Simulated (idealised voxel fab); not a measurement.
Presented below is a process module, voxel quadruple lines.
Section cut is 300 nm wide and gridded with 5 nm square cells.
In what follows, cross-sections appear as grids of square cells, described through bands that run from the top down, where every band is one or more rows of cells. Band: top and bottom heights (nm) first, top before bottom; then materials from left to right, widths in nm. "edge to edge" marks a sole material filling the band edge to edge. "air" denotes empty space. Heights are expressed relative to 0, this being the level below which the as-received wafer comprises one material exclusively. The lowest band is unbounded in the downward direction and is denoted as in "0 nm and below". Think of "30->40" as a width that walks from the first number to the second as you go down the band, top row to bottom row, taking equal-sized steps from row to row. "stayed the same" -> step changed no cross-section cell. Closed-off voids of 8+ cells (no open route to the top) go in "Voids, enclosed", written width x height at distance from the left edge, in nm. Text after the settings on a step's line: the simulator's own remark on that step. The line of a step may include "overlay nm". On a step with a mask, this value is how far to the right of its planned place the mask lay. A negative value means the mask lay to the left.

Below is the list of planned process steps
1,RECEIVE: material Si
2,CONFORMAL_DEP: material Al2O3, thk nm 5
3,DIRECTIONAL_DEP: material TiN, thk nm 10
4,DIRECTIONAL_DEP: material polySi, thk nm 15
5,DIRECTIONAL_DEP: material aC, thk nm 25
6,PATTERN: tone cover, mask id MANDREL, material resist, width nm 35, pitch nm 100, thk nm 30, overlay nm 0
7,DIRECTIONAL_ETCH: etch materials aC, depth nm 25
8,STRIP: etch materials resist
9,CONFORMAL_DEP: material SiO2, thk nm 15
10,DIRECTIONAL_ETCH: etch materials SiO2, depth nm 15
11,STRIP: etch materials aC
12,DIRECTIONAL_ETCH: etch materials polySi, depth nm 15
13,STRIP: etch materials SiO2
14,CONFORMAL_DEP: material SiCN, thk nm 10
15,DIRECTIONAL_ETCH: etch materials SiCN, depth nm 10
16,STRIP: etch materials polySi
17,DIRECTIONAL_ETCH: etch materials TiN, depth nm 10
18,STRIP: etch materials SiCN

Of two wafers, the first: run according to plan

Shown in cross-section is the wafer as received, that is, as it stands after step 1
- 0 nm and below = Si edge to edge
- Voids, enclosed: none

After step 2, in cross-section
- 5 nm to 0 nm = Al2O3 edge to edge
- Nothing below the height 0 has changed.

After step 3, in cross-section
- 15 nm to 5 nm = TiN edge to edge
- Nothing below the height 5 has changed.

After step 4, in cross-section
- 30 nm to 15 nm = polySi edge to edge
- Nothing below the height 15 has changed.

After step 5, in cross-section
- 55 nm to 30 nm = aC edge to edge
- Nothing below the height 30 has changed.

After step 6, in cross-section
- 85 nm to 55 nm = air: 80 / resist: 35 / air: 65 / resist: 35 / air: 85
- Nothing below the height 55 has changed.

After step 7, in cross-section
- 60 nm to 55 nm = air: 80 / resist: 35 / air: 65 / resist: 35 / air: 85
- 55 nm to 30 nm = air: 80 / aC: 35 / air: 65 / aC: 35 / air: 85
- Nothing below the height 30 has changed.

After step 8, in cross-section
- 55 nm to 30 nm = air: 80 / aC: 35 / air: 65 / aC: 35 / air: 85
- Nothing below the height 30 has changed.

After step 9, in cross-section
- 70 nm to 55 nm = air: 65 / SiO2: 65 / air: 35 / SiO2: 65 / air: 70
- 55 nm to 45 nm = air: 65 / SiO2: 15 / aC: 35 / SiO2: 15 / air: 35 / SiO2: 15 / aC: 35 / SiO2: 15 / air: 70
- 45 nm to 30 nm = SiO2: 80 / aC: 35 / SiO2: 65 / aC: 35 / SiO2: 85
- Nothing below the height 30 has changed.

After step 10, in cross-section
- 55 nm to 30 nm = air: 65 / SiO2: 15 / aC: 35 / SiO2: 15 / air: 35 / SiO2: 15 / aC: 35 / SiO2: 15 / air: 70
- Nothing below the height 30 has changed.

After step 11, in cross-section
- 55 nm to 30 nm = air: 65 / SiO2: 15 / air: 35 / SiO2: 15 / air: 35 / SiO2: 15 / air: 35 / SiO2: 15 / air: 70
- Nothing below the height 30 has changed.

After step 12, in cross-section
- 55 nm to 30 nm = air: 65 / SiO2: 15 / air: 35 / SiO2: 15 / air: 35 / SiO2: 15 / air: 35 / SiO2: 15 / air: 70
- 30 nm to 15 nm = air: 65 / polySi: 15 / air: 35 / polySi: 15 / air: 35 / polySi: 15 / air: 35 / polySi: 15 / air: 70
- Nothing below the height 15 has changed.

After step 13, in cross-section
- 30 nm to 15 nm = air: 65 / polySi: 15 / air: 35 / polySi: 15 / air: 35 / polySi: 15 / air: 35 / polySi: 15 / air: 70
- Nothing below the height 15 has changed.

After step 14, in cross-section
- 40 nm to 30 nm = air: 55 / SiCN: 35 / air: 15 / SiCN: 35 / air: 15 / SiCN: 35 / air: 15 / SiCN: 35 / air: 60
- 30 nm to 25 nm = air: 55 / SiCN: 10 / polySi: 15 / SiCN: 10 / air: 15 / SiCN: 10 / polySi: 15 / SiCN: 10 / air: 15 / SiCN: 10 / polySi: 15 / SiCN: 10 / air: 15 / SiCN: 10 / polySi: 15 / SiCN: 10 / air: 60
- 25 nm to 15 nm = SiCN: 65 / polySi: 15 / SiCN: 35 / polySi: 15 / SiCN: 35 / polySi: 15 / SiCN: 35 / polySi: 15 / SiCN: 70
- Nothing below the height 15 has changed.

After step 15, in cross-section
- 30 nm to 15 nm = air: 55 / SiCN: 10 / polySi: 15 / SiCN: 10 / air: 15 / SiCN: 10 / polySi: 15 / SiCN: 10 / air: 15 / SiCN: 10 / polySi: 15 / SiCN: 10 / air: 15 / SiCN: 10 / polySi: 15 / SiCN: 10 / air: 60
- Nothing below the height 15 has changed.

After step 16, in cross-section
- 30 nm to 15 nm = air: 55 / SiCN: 10 / air: 15 / SiCN: 10 / air: 15 / SiCN: 10 / air: 15 / SiCN: 10 / air: 15 / SiCN: 10 / air: 15 / SiCN: 10 / air: 15 / SiCN: 10 / air: 15 / SiCN: 10 / air: 60
- Nothing below the height 15 has changed.

After step 17, in cross-section
- 30 nm to 15 nm = air: 55 / SiCN: 10 / air: 15 / SiCN: 10 / air: 15 / SiCN: 10 / air: 15 / SiCN: 10 / air: 15 / SiCN: 10 / air: 15 / SiCN: 10 / air: 15 / SiCN: 10 / air: 15 / SiCN: 10 / air: 60
- 15 nm to 5 nm = air: 55 / TiN: 10 / air: 15 / TiN: 10 / air: 15 / TiN: 10 / air: 15 / TiN: 10 / air: 15 / TiN: 10 / air: 15 / TiN: 10 / air: 15 / TiN: 10 / air: 15 / TiN: 10 / air: 60
- Nothing below the height 5 has changed.

After step 18, in cross-section
- 15 nm to 5 nm = air: 55 / TiN: 10 / air: 15 / TiN: 10 / air: 15 / TiN: 10 / air: 15 / TiN: 10 / air: 15 / TiN: 10 / air: 15 / TiN: 10 / air: 15 / TiN: 10 / air: 15 / TiN: 10 / air: 60
- Nothing below the height 5 has changed.

Second wafer: like start, like plan, one mistake. Through step 2 it matches the first wafer

Cross-section of the second wafer when, according to plan, step 3 should have finished
- 15 nm to 0 nm = Al2O3 edge to edge
- Nothing below the height 0 has changed.

Cross-section of the second wafer when, according to plan, step 4 should have finished
- 30 nm to 15 nm = polySi edge to edge
- Nothing below the height 15 has changed.

Cross-section of the second wafer when, according to plan, step 5 should have finished
- 55 nm to 30 nm = aC edge to edge
- Nothing below the height 30 has changed.

Cross-section of the second wafer when, according to plan, step 6 should have finished
- 85 nm to 55 nm = air: 80 / resist: 35 / air: 65 / resist: 35 / air: 85
- Nothing below the height 55 has changed.

Cross-section of the second wafer when, according to plan, step 7 should have finished
- 60 nm to 55 nm = air: 80 / resist: 35 / air: 65 / resist: 35 / air: 85
- 55 nm to 30 nm = air: 80 / aC: 35 / air: 65 / aC: 35 / air: 85
- Nothing below the height 30 has changed.

Cross-section of the second wafer when, according to plan, step 8 should have finished
- 55 nm to 30 nm = air: 80 / aC: 35 / air: 65 / aC: 35 / air: 85
- Nothing below the height 30 has changed.

Cross-section of the second wafer when, according to plan, step 9 should have finished
- 70 nm to 55 nm = air: 65 / SiO2: 65 / air: 35 / SiO2: 65 / air: 70
- 55 nm to 45 nm = air: 65 / SiO2: 15 / aC: 35 / SiO2: 15 / air: 35 / SiO2: 15 / aC: 35 / SiO2: 15 / air: 70
- 45 nm to 30 nm = SiO2: 80 / aC: 35 / SiO2: 65 / aC: 35 / SiO2: 85
- Nothing below the height 30 has changed.

Cross-section of the second wafer when, according to plan, step 10 should have finished
- 55 nm to 30 nm = air: 65 / SiO2: 15 / aC: 35 / SiO2: 15 / air: 35 / SiO2: 15 / aC: 35 / SiO2: 15 / air: 70
- Nothing below the height 30 has changed.

Cross-section of the second wafer when, according to plan, step 11 should have finished
- 55 nm to 30 nm = air: 65 / SiO2: 15 / air: 35 / SiO2: 15 / air: 35 / SiO2: 15 / air: 35 / SiO2: 15 / air: 70
- Nothing below the height 30 has changed.

Cross-section of the second wafer when, according to plan, step 12 should have finished
- 55 nm to 30 nm = air: 65 / SiO2: 15 / air: 35 / SiO2: 15 / air: 35 / SiO2: 15 / air: 35 / SiO2: 15 / air: 70
- 30 nm to 15 nm = air: 65 / polySi: 15 / air: 35 / polySi: 15 / air: 35 / polySi: 15 / air: 35 / polySi: 15 / air: 70
- Nothing below the height 15 has changed.

Cross-section of the second wafer when, according to plan, step 13 should have finished
- 30 nm to 15 nm = air: 65 / polySi: 15 / air: 35 / polySi: 15 / air: 35 / polySi: 15 / air: 35 / polySi: 15 / air: 70
- Nothing below the height 15 has changed.

Cross-section of the second wafer when, according to plan, step 14 should have finished
- 40 nm to 30 nm = air: 55 / SiCN: 35 / air: 15 / SiCN: 35 / air: 15 / SiCN: 35 / air: 15 / SiCN: 35 / air: 60
- 30 nm to 25 nm = air: 55 / SiCN: 10 / polySi: 15 / SiCN: 10 / air: 15 / SiCN: 10 / polySi: 15 / SiCN: 10 / air: 15 / SiCN: 10 / polySi: 15 / SiCN: 10 / air: 15 / SiCN: 10 / polySi: 15 / SiCN: 10 / air: 60
- 25 nm to 15 nm = SiCN: 65 / polySi: 15 / SiCN: 35 / polySi: 15 / SiCN: 35 / polySi: 15 / SiCN: 35 / polySi: 15 / SiCN: 70
- Nothing below the height 15 has changed.

Cross-section of the second wafer when, according to plan, step 15 should have finished
- 30 nm to 15 nm = air: 55 / SiCN: 10 / polySi: 15 / SiCN: 10 / air: 15 / SiCN: 10 / polySi: 15 / SiCN: 10 / air: 15 / SiCN: 10 / polySi: 15 / SiCN: 10 / air: 15 / SiCN: 10 / polySi: 15 / SiCN: 10 / air: 60
- Nothing below the height 15 has changed.

Cross-section of the second wafer when, according to plan, step 16 should have finished
- 30 nm to 15 nm = air: 55 / SiCN: 10 / air: 15 / SiCN: 10 / air: 15 / SiCN: 10 / air: 15 / SiCN: 10 / air: 15 / SiCN: 10 / air: 15 / SiCN: 10 / air: 15 / SiCN: 10 / air: 15 / SiCN: 10 / air: 60
- Nothing below the height 15 has changed.

Cross-section of the second wafer when, according to plan, step 17 should have finished: stayed the same

Cross-section of the second wafer when, according to plan, step 18 should have finished
- 15 nm to 0 nm = Al2O3 edge to edge
- Nothing below the height 0 has changed.
Finding, execution versus plan: step 3 was processed under conditions differing from the plan, specifically as DIRECTIONAL_DEP: material Al2O3, thk nm 10
End check, counted in cells, second wafer has more or fewer of these materials than the first: 120 more of Al2O3, 32 fewer of TiN
